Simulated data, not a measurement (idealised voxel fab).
Presented below is a process module, voxel ribs on slabs.
For reference, the cross-section in this document is cut, with width 160 nm and square cells of 5 nm.
Bands, listed from the top down, are how a cross-section gets written in this document; the cross-section itself is a grid of square cells, and a band is one or more rows of them.
The band entry comprises the height of the band's top followed by the height of its bottom, expressed in nm, and subsequently the band's materials from left to right, each stated together with its width in nm. Where a single material is marked with the word "everywhere", that material fills the band from edge to edge. The word "blank" represents empty space.
Counting heights begins at 0, where everything beneath is, in the wafer as received, one material. The lowest band has no bottom; it goes on downwards, as "top 0, no bottom" shows.
Top row gets the first number, bottom row gets the second, and each row in between changes by the same step: that is how a band width like "30->40" works.
"changes: none" (step): cross-section cells unchanged, all of them.
You'll see "Fully sealed cavities" listing empty spaces that have no way open to the top, as long as they're 8 cells or more; the notation is width x height at distance, where the distance is from the left edge, and all of it is in nm.
If you see something after the settings on a step's line, that's the simulator's own remark about that step.
If you see "overlay nm" on a step's line and that step has a mask, it's telling you how far right of where it was planned the mask ended up; a negative number means it went left instead.

## The process steps that were planned are listed below
1) RECEIVE | material Si
2) DIRECTIONAL_DEP | material SiO2 | thk nm 10
3) DIRECTIONAL_DEP | material SiN | thk nm 20
4) MASKED_ETCH | tone cover | mask id RIB | width nm 25 | etch materials SiN | depth nm 10 | overlay nm 0
5) PATTERN | tone cover | mask id SLAB | material resist | width nm 65 | thk nm 20 | overlay nm 0
6) DIRECTIONAL_ETCH | etch materials SiN | depth nm 10
7) STRIP | etch materials resist
8) FILL_DEP | material SiO2 | thk nm 20
9) CMP | height nm 50
10) DIRECTIONAL_DEP | material TiN | thk nm 10
11) MASKED_ETCH | tone cover | mask id HEATER | width nm 35 | etch materials TiN | depth nm 10 | overlay nm 0
12) CONFORMAL_DEP | material SiN | thk nm 5
The wafers are alike at the start. At step 2, their thk nm differs. The plan lists the first wafer's value.

## Received wafers, first of several: cross-section after step 1
    top 0, no bottom  Si everywhere
    Fully sealed cavities: none

## Last step of the module is step 12; after it, the first of several wafers in cross-section
    top 65, bottom 60  blank 55 | SiN 45 | blank 60
    top 60, bottom 55  blank 55 | SiN 5 | TiN 35 | SiN 5 | blank 60
    top 55, bottom 50  SiN 60 | TiN 35 | SiN 65
    top 50, bottom 30  SiO2 everywhere
    top 30, bottom 20  SiO2 65 | SiN 25 | SiO2 70
    top 20, bottom 10  SiO2 45 | SiN 65 | SiO2 50
    top 10, bottom 0  SiO2 everywhere
    top 0, no bottom  Si everywhere
    Fully sealed cavities: none

## The module's end: a cross-section of the last wafer
    top 65, bottom 60  blank 55 | SiN 45 | blank 60
    top 60, bottom 55  blank 55 | SiN 5 | TiN 35 | SiN 5 | blank 60
    top 55, bottom 50  SiN 60 | TiN 35 | SiN 65
    top 50, bottom 45  SiO2 65 | SiN 25 | SiO2 70
    top 45, bottom 35  SiO2 45 | SiN 65 | SiO2 50
    top 35, bottom 0  SiO2 everywhere
    top 0, no bottom  Si everywhere
    Fully sealed cavities: none

## Per wafer (row), end of module: delta in cells per material since receipt, (+) for gained, (-) for lost; closed voids after that
thk nm 10, +72 SiN, +284 SiO2, +14 TiN, Fully sealed cavities: none
thk nm 15, +72 SiN, +284 SiO2, +14 TiN, Fully sealed cavities: none
thk nm 20, +72 SiN, +284 SiO2, +14 TiN, Fully sealed cavities: none
thk nm 25, +72 SiN, +284 SiO2, +14 TiN, Fully sealed cavities: none
thk nm 30, +72 SiN, +284 SiO2, +14 TiN, Fully sealed cavities: none
thk nm 35, +67 SiN, +289 SiO2, +14 TiN, Fully sealed cavities: none
